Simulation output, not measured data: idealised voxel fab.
Presented below is a process module, voxel fin reveal.
The figure presents cross-section cut, which has a width of 260 nm and is divided into square cells with an edge length of 5 nm.
Cross-section, as written here: a square-cell grid given band by band from the top down, where a band holds one or more rows of cells. The band entry comprises the height of the band's top followed by the height of its bottom, expressed in nm, and subsequently the band's materials from left to right, each stated together with its width in nm. Where a single material is marked with the word "full width", that material fills the band from edge to edge. The word "empty" represents empty space. We count height from 0. Below that, the starting wafer is all one material. The lowest band never ends at the bottom but goes on down; see "z 0 and below" for how that is written. Quick explanation for "30 to 40": the width changes in equal steps down the rows of cells, from the first number in the band's top row to the second number in its bottom row. Basically "remained unchanged" means that step didn't change any cell in the cross-section. Reported under the label "Sealed voids" are the empty spaces having no open way to the top and comprising 8 cells or more; the notation for each is width x height at distance, in which the distance is measured from the left edge and all three values are in nm. Step line, after settings: the simulator's comment on this step. Regarding "overlay nm": on a step with a mask, it is the distance the mask lay to the right of its planned place; a negative value places it to the left.
LISTED BELOW ARE THE PROCESS STEPS AS PLANNED
1 RECEIVE | material Si
2 CONFORMAL_DEP | material SiN | thk nm 5
3 PATTERN | tone cover | mask id FINS | material resist | width nm 15 | pitch nm 40 | thk nm 20 | overlay nm 0
4 DIRECTIONAL_ETCH | etch materials SiN | depth nm 5
5 DIRECTIONAL_ETCH | etch materials Si | depth nm 30
6 STRIP | etch materials resist
7 OXIDIZE | depth nm 5
8 FILL_DEP | material SiO2 | thk nm 15
9 CMP | height nm 5
10 SELECTIVE_ETCH | etch materials SiO2 | depth nm 15
11 STRIP | etch materials SiN
12 CONFORMAL_DEP | material HfO2 | thk nm 5
Among the wafers covered here, the point of difference is the width nm at step 3; their starting state is shared, and the plan presents the value of the first wafer.
INCOMING STATE OF THE FIRST OF SEVERAL WAFERS IN CROSS-SECTION: AFTER STEP 1
    z 0 and below  Si full width
    Sealed voids: none
CROSS-SECTION OF THE FIRST OF SEVERAL WAFERS ONCE THE MODULE HAS RUN THROUGH ITS LAST STEP, STEP 12
    z 5 to 0  80 nm empty / 15 nm HfO2 / 25 nm empty / 15 nm HfO2 / 25 nm empty / 15 nm HfO2 / 85 nm empty
    z 0 to -5  80 nm empty / 5 nm HfO2 / 5 nm Si / 5 nm HfO2 / 25 nm empty / 5 nm HfO2 / 5 nm Si / 5 nm HfO2 / 25 nm empty / 5 nm HfO2 / 5 nm Si / 5 nm HfO2 / 85 nm empty
    z -5 to -10  85 nm HfO2 / 5 nm Si / 35 nm HfO2 / 5 nm Si / 35 nm HfO2 / 5 nm Si / 90 nm HfO2
    z -10 to -35  85 nm SiO2 / 5 nm Si / 35 nm SiO2 / 5 nm Si / 35 nm SiO2 / 5 nm Si / 90 nm SiO2
    z -35 and below  Si full width
    Sealed voids: none
LAST WAFER, END OF MODULE, CROSS-SECTION
    z 5 to 0  75 nm empty / 25 nm HfO2 / 15 nm empty / 25 nm HfO2 / 15 nm empty / 25 nm HfO2 / 80 nm empty
    z 0 to -5  75 nm empty / 5 nm HfO2 / 15 nm Si / 5 nm HfO2 / 15 nm empty / 5 nm HfO2 / 15 nm Si / 5 nm HfO2 / 15 nm empty / 5 nm HfO2 / 15 nm Si / 5 nm HfO2 / 80 nm empty
    z -5 to -10  80 nm HfO2 / 15 nm Si / 25 nm HfO2 / 15 nm Si / 25 nm HfO2 / 15 nm Si / 85 nm HfO2
    z -10 to -35  80 nm SiO2 / 15 nm Si / 25 nm SiO2 / 15 nm Si / 25 nm SiO2 / 15 nm Si / 85 nm SiO2
    z -35 and below  Si full width
    Sealed voids: none
WAFER ROWS, END OF MODULE: CELLS PER MATERIAL GAINED (+) OR LOST (-) SINCE RECEIPT; CLOSED VOIDS LAST
width nm 15; +64 HfO2; -343 Si; +245 SiO2; Sealed voids: none
width nm 20; +64 HfO2; -322 Si; +230 SiO2; Sealed voids: none
width nm 25; +64 HfO2; -301 Si; +215 SiO2; Sealed voids: none
